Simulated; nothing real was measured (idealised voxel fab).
voxel transistor to metal: a process module
Pictured: cross-section cut, 300 nm wide, on a grid of 5 nm square cells.
If you're reading a cross-section in this doc, picture square cells in a grid; it comes to you as bands, top ones listed first down to the bottom, and a band can be one or more rows of cells. Within each band entry, the heights of the top and of the bottom of the band appear first, in that order and in nm; the materials of the band then follow from left to right, each with its corresponding width in nm. The designation "full width" on a single material indicates that it fills the band from edge to edge; the designation "blank" indicates empty space. Heights from 0 (as-received wafer is one material below). Bottom band endless downward, as "0 -> down". So if you see something like "30..40" for the width, read it as the top row of the band sitting at the first number and the bottom row at the second, with every row in between moving by the same amount as the last. Where the words "remains unaltered" appear for a step, the cross-section shows no cell changed by that step; every cell remained as before. Under "Completely sealed voids" you'll find the enclosed gaps, the ones with no way out to the top, that are 8 cells or bigger; each reads width x height at distance, with distance counted from the left edge, everything in nm. Text after the settings on a step's line: the simulator's own remark on that step. The line of a step may include "overlay nm". On a step with a mask, this value is how far to the right of its planned place the mask lay. A negative value means the mask lay to the left.
List of planned process steps
1. RECEIVE (material Si)
2. CONFORMAL_DEP (material SiO2; thk nm 5)
3. CONFORMAL_DEP (material SiN; thk nm 15)
4. MASKED_ETCH (tone cover; mask id ACTIVE; width nm 115; pitch nm 140; etch materials SiN; depth nm 15; overlay nm 0)
5. MASKED_ETCH (tone cover; mask id ACTIVE; width nm 115; pitch nm 140; etch materials SiO2; depth nm 5; overlay nm 0)
6. MASKED_ETCH (tone cover; mask id ACTIVE; width nm 115; pitch nm 140; etch materials Si; depth nm 25; overlay nm 0)
7. FILL_DEP (material SiO2; thk nm 5)
8. CMP (height nm 20)
9. SELECTIVE_ETCH (etch materials SiO2; depth nm 15)
10. STRIP (etch materials SiN)
11. SELECTIVE_ETCH (etch materials SiO2; depth nm 5)
12. OXIDIZE (depth nm 5)
13. DIRECTIONAL_DEP (material polySi; thk nm 25)
14. DIRECTIONAL_DEP (material SiCN; thk nm 15)
15. DIRECTIONAL_DEP (material aC; thk nm 15)
16. PATTERN (tone cover; mask id GATE; material resist; width nm 35; pitch nm 140; thk nm 30; overlay nm 0)
17. DIRECTIONAL_ETCH (etch materials aC; depth nm 15)
18. STRIP (etch materials resist)
19. DIRECTIONAL_ETCH (etch materials SiCN; depth nm 25)
20. DIRECTIONAL_ETCH (etch materials polySi; depth nm 35)
21. STRIP (etch materials aC)
22. CONFORMAL_DEP (material SiO2; thk nm 5)
23. DIRECTIONAL_ETCH (etch materials SiO2; depth nm 5)
24. CONFORMAL_DEP (material SiN; thk nm 10)
25. DIRECTIONAL_ETCH (etch materials SiN; depth nm 10)
26. DIRECTIONAL_ETCH (etch materials SiO2; depth nm 5)
27. EPI (material nSi; thk nm 5)
28. FILL_DEP (material SiO2; thk nm 10)
29. CMP (height nm 25)
30. STRIP (etch materials polySi)
31. SELECTIVE_ETCH (etch materials SiO2; depth nm 5)
32. CONFORMAL_DEP (material HfO2; thk nm 5)
33. CONFORMAL_DEP (material TiN; thk nm 5)
34. FILL_DEP (material W; thk nm 5)
35. CMP (height nm 20)
36. DIRECTIONAL_DEP (material SiO2; thk nm 15)
37. DIRECTIONAL_DEP (material aC; thk nm 10)
38. PATTERN (tone open; mask id CONTACT; material resist; width nm 15; thk nm 25; overlay nm 0)
39. DIRECTIONAL_ETCH (etch materials aC; depth nm 10)
40. STRIP (etch materials resist)
41. DIRECTIONAL_ETCH (etch materials SiO2; depth nm 35)
42. STRIP (etch materials aC)
43. CONFORMAL_DEP (material TiN; thk nm 5)
44. FILL_DEP (material W; thk nm 5)
45. CMP (height nm 35)
46. DIRECTIONAL_DEP (material TiN; thk nm 5)
47. DIRECTIONAL_DEP (material W; thk nm 25)
48. DIRECTIONAL_DEP (material aC; thk nm 15)
49. PATTERN (tone cover; mask id METAL_1; material resist; width nm 15; thk nm 35; overlay nm 0)
50. DIRECTIONAL_ETCH (etch materials aC; depth nm 15)
51. STRIP (etch materials resist)
52. DIRECTIONAL_ETCH (etch materials W; depth nm 25)
53. DIRECTIONAL_ETCH (etch materials TiN; depth nm 5)
54. STRIP (etch materials aC)
55. FILL_DEP (material SiO2; thk nm 10)
56. CMP (height nm 65)
57. CONFORMAL_DEP (material SiN; thk nm 5)
Wafer cross-section on receipt, i.e. after step 1
	0 -> down = Si full width
	Completely sealed voids: none
End state of the module in cross-section, given the above starting point and plan and one mistake in execution
	70 -> 65 = SiN full width
	65 -> 40 = 30 nm SiO2 | 20 nm W | 60 nm SiO2 | 20 nm W | 40 nm SiO2 | 20 nm W | 60 nm SiO2 | 20 nm W | 30 nm SiO2
	40 -> 35 = 30 nm SiO2 | 20 nm TiN | 60 nm SiO2 | 20 nm TiN | 40 nm SiO2 | 20 nm TiN | 60 nm SiO2 | 20 nm TiN | 30 nm SiO2
	35 -> 20 = 30 nm SiO2 | 5 nm TiN | 5 nm W | 5 nm TiN | 65 nm SiO2 | 5 nm TiN | 5 nm W | 5 nm TiN | 45 nm SiO2 | 5 nm TiN | 5 nm W | 5 nm TiN | 65 nm SiO2 | 5 nm TiN | 5 nm W | 5 nm TiN | 35 nm SiO2
	20 -> 5 = 30 nm SiO2 | 5 nm TiN | 5 nm W | 5 nm TiN | 10 nm SiN | 5 nm HfO2 | 5 nm TiN | 25 nm W | 5 nm TiN | 5 nm HfO2 | 10 nm SiN | 5 nm TiN | 5 nm W | 5 nm TiN | 45 nm SiO2 | 5 nm TiN | 5 nm W | 5 nm TiN | 10 nm SiN | 5 nm HfO2 | 5 nm TiN | 25 nm W | 5 nm TiN | 5 nm HfO2 | 10 nm SiN | 5 nm TiN | 5 nm W | 5 nm TiN | 35 nm SiO2
	5 -> 0 = 30 nm SiO2 | 15 nm TiN | 10 nm SiN | 5 nm HfO2 | 35 nm TiN | 5 nm HfO2 | 10 nm SiN | 15 nm TiN | 45 nm SiO2 | 15 nm TiN | 10 nm SiN | 5 nm HfO2 | 35 nm TiN | 5 nm HfO2 | 10 nm SiN | 15 nm TiN | 35 nm SiO2
	0 -> -5 = 15 nm SiO2 | 30 nm nSi | 10 nm SiO2 | 45 nm HfO2 | 10 nm SiO2 | 30 nm nSi | 15 nm SiO2 | 30 nm nSi | 10 nm SiO2 | 45 nm HfO2 | 10 nm SiO2 | 30 nm nSi | 20 nm SiO2
	-5 -> -25 = 20 nm SiO2 | 115 nm Si | 25 nm SiO2 | 115 nm Si | 25 nm SiO2
	-25 -> down = Si full width
	Completely sealed voids: none
In executing the process, a mistake was made relative to the plan: rather than as planned, step 49 actually ran as PATTERN (tone cover; mask id METAL_1; material resist; width nm 20; thk nm 35; overlay nm 0)
